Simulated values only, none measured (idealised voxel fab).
Proc. module: voxel gate over fins
The cross-section on display is named cut; it measures 170 nm wide, and its cells are 5 nm squares.
For the purposes of this document, a cross-section shall be understood as a grid of square cells, specified as bands listed in top-to-bottom order, each band consisting of one or more rows of cells. Each band's line starts with the height of the band's top and of its bottom, in nm. Then come its materials from left to right, each with its width in nm. One material with "edge to edge" fills the band from edge to edge. "empty" is empty space. The level at which height equals 0 is the one under which the wafer, as it arrives, is entirely one material. No lower edge exists for the bottom band, which continues downward and is notated as in "from 0 down". So if you see something like "30..40" for the width, read it as the top row of the band sitting at the first number and the bottom row at the second, with every row in between moving by the same amount as the last. Step note "all unchanged" = no cross-section cell changed. In "Unvented cavities" the enclosed voids are listed, meaning empty spaces of 8 cells or larger without any opening to the top. The form is width x height at distance, distance from the left edge, units nm. Where a step's line continues beyond its settings, the continuation is a remark by the simulator itself on that step. The "overlay nm" setting may appear on a step's line; for a step that uses a mask, it gives how far to the right of its planned position the mask lay, and a negative value indicates the left.

Steps planned for the process:
| 1 | RECEIVE: material Si |
| 2 | CONFORMAL_DEP: material SiN, thk nm 10 |
| 3 | DIRECTIONAL_DEP: material aC, thk nm 15 |
| 4 | PATTERN: tone cover, mask id FINS, material resist, width nm 15, pitch nm 35, thk nm 30, overlay nm 0 |
| 5 | DIRECTIONAL_ETCH: etch materials aC, depth nm 15 |
| 6 | STRIP: etch materials resist |
| 7 | DIRECTIONAL_ETCH: etch materials SiN, depth nm 10 |
| 8 | DIRECTIONAL_ETCH: etch materials Si, depth nm 40 |
| 9 | STRIP: etch materials aC |
| 10 | OXIDIZE: depth nm 5 |
| 11 | FILL_DEP: material SiO2, thk nm 15 |
| 12 | CMP: height nm 10 |
| 13 | SELECTIVE_ETCH: etch materials SiO2, depth nm 25 |
| 14 | STRIP: etch materials SiN |
| 15 | CONFORMAL_DEP: material HfO2, thk nm 5 |
| 16 | CONFORMAL_DEP: material TiN, thk nm 5 |
| 17 | CONFORMAL_DEP: material TiAl, thk nm 5 |
| 18 | CONFORMAL_DEP: material TiN, thk nm 5 |
| 19 | FILL_DEP: material W, thk nm 15 |
| 20 | CMP: height nm 30 |
| 21 | CONFORMAL_DEP: material SiCN, thk nm 5 |

Delivered wafer in cross-section: state after step 1:
- from 0 down | Si edge to edge
- Unvented cavities: none

The plan above was carried out on the starting structure above with one mistake, and this cross-section shows the wafer at the end of the module:
- from 35 to 30 | SiCN edge to edge
- from 30 to 20 | W edge to edge
- from 20 to 15 | 10 nm W, 150 nm TiN, 10 nm W
- from 15 to 10 | 10 nm W, 5 nm TiN, 140 nm TiAl, 5 nm TiN, 10 nm W
- from 10 to 5 | 10 nm W, 5 nm TiN, 5 nm TiAl, 25 nm TiN, 10 nm TiAl, 25 nm TiN, 10 nm TiAl, 25 nm TiN, 10 nm TiAl, 25 nm TiN, 5 nm TiAl, 5 nm TiN, 10 nm W
- from 5 to 0 | 10 nm W, 5 nm TiN, 5 nm TiAl, 5 nm TiN, 15 nm HfO2, 5 nm TiN, 10 nm TiAl, 5 nm TiN, 15 nm HfO2, 5 nm TiN, 10 nm TiAl, 5 nm TiN, 15 nm HfO2, 5 nm TiN, 10 nm TiAl, 5 nm TiN, 15 nm HfO2, 5 nm TiN, 5 nm TiAl, 5 nm TiN, 10 nm W
- from 0 to -20 | 10 nm W, 5 nm TiN, 5 nm TiAl, 5 nm TiN, 5 nm HfO2, 5 nm Si, 5 nm HfO2, 5 nm TiN, 10 nm TiAl, 5 nm TiN, 5 nm HfO2, 5 nm Si, 5 nm HfO2, 5 nm TiN, 10 nm TiAl, 5 nm TiN, 5 nm HfO2, 5 nm Si, 5 nm HfO2, 5 nm TiN, 10 nm TiAl, 5 nm TiN, 5 nm HfO2, 5 nm Si, 5 nm HfO2, 5 nm TiN, 5 nm TiAl, 5 nm TiN, 10 nm W
- from -20 to -25 | 15 nm TiN, 5 nm TiAl, 5 nm TiN, 5 nm HfO2, 5 nm Si, 5 nm HfO2, 5 nm TiN, 10 nm TiAl, 5 nm TiN, 5 nm HfO2, 5 nm Si, 5 nm HfO2, 5 nm TiN, 10 nm TiAl, 5 nm TiN, 5 nm HfO2, 5 nm Si, 5 nm HfO2, 5 nm TiN, 10 nm TiAl, 5 nm TiN, 5 nm HfO2, 5 nm Si, 5 nm HfO2, 5 nm TiN, 5 nm TiAl, 15 nm TiN
- from -25 to -30 | 20 nm TiAl, 5 nm TiN, 5 nm HfO2, 5 nm Si, 5 nm HfO2, 5 nm TiN, 10 nm TiAl, 5 nm TiN, 5 nm HfO2, 5 nm Si, 5 nm HfO2, 5 nm TiN, 10 nm TiAl, 5 nm TiN, 5 nm HfO2, 5 nm Si, 5 nm HfO2, 5 nm TiN, 10 nm TiAl, 5 nm TiN, 5 nm HfO2, 5 nm Si, 5 nm HfO2, 5 nm TiN, 20 nm TiAl
- from -30 to -35 | 25 nm TiN, 5 nm HfO2, 5 nm Si, 5 nm HfO2, 20 nm TiN, 5 nm HfO2, 5 nm Si, 5 nm HfO2, 20 nm TiN, 5 nm HfO2, 5 nm Si, 5 nm HfO2, 20 nm TiN, 5 nm HfO2, 5 nm Si, 5 nm HfO2, 25 nm TiN
- from -35 to -40 | 30 nm HfO2, 5 nm Si, 30 nm HfO2, 5 nm Si, 30 nm HfO2, 5 nm Si, 30 nm HfO2, 5 nm Si, 30 nm HfO2
- from -40 to -45 | 30 nm SiO2, 5 nm Si, 30 nm SiO2, 5 nm Si, 30 nm SiO2, 5 nm Si, 30 nm SiO2, 5 nm Si, 30 nm SiO2
- from -45 down | Si edge to edge
- Unvented cavities: none
Deviation from plan: step 13 of the plan was twice carried out
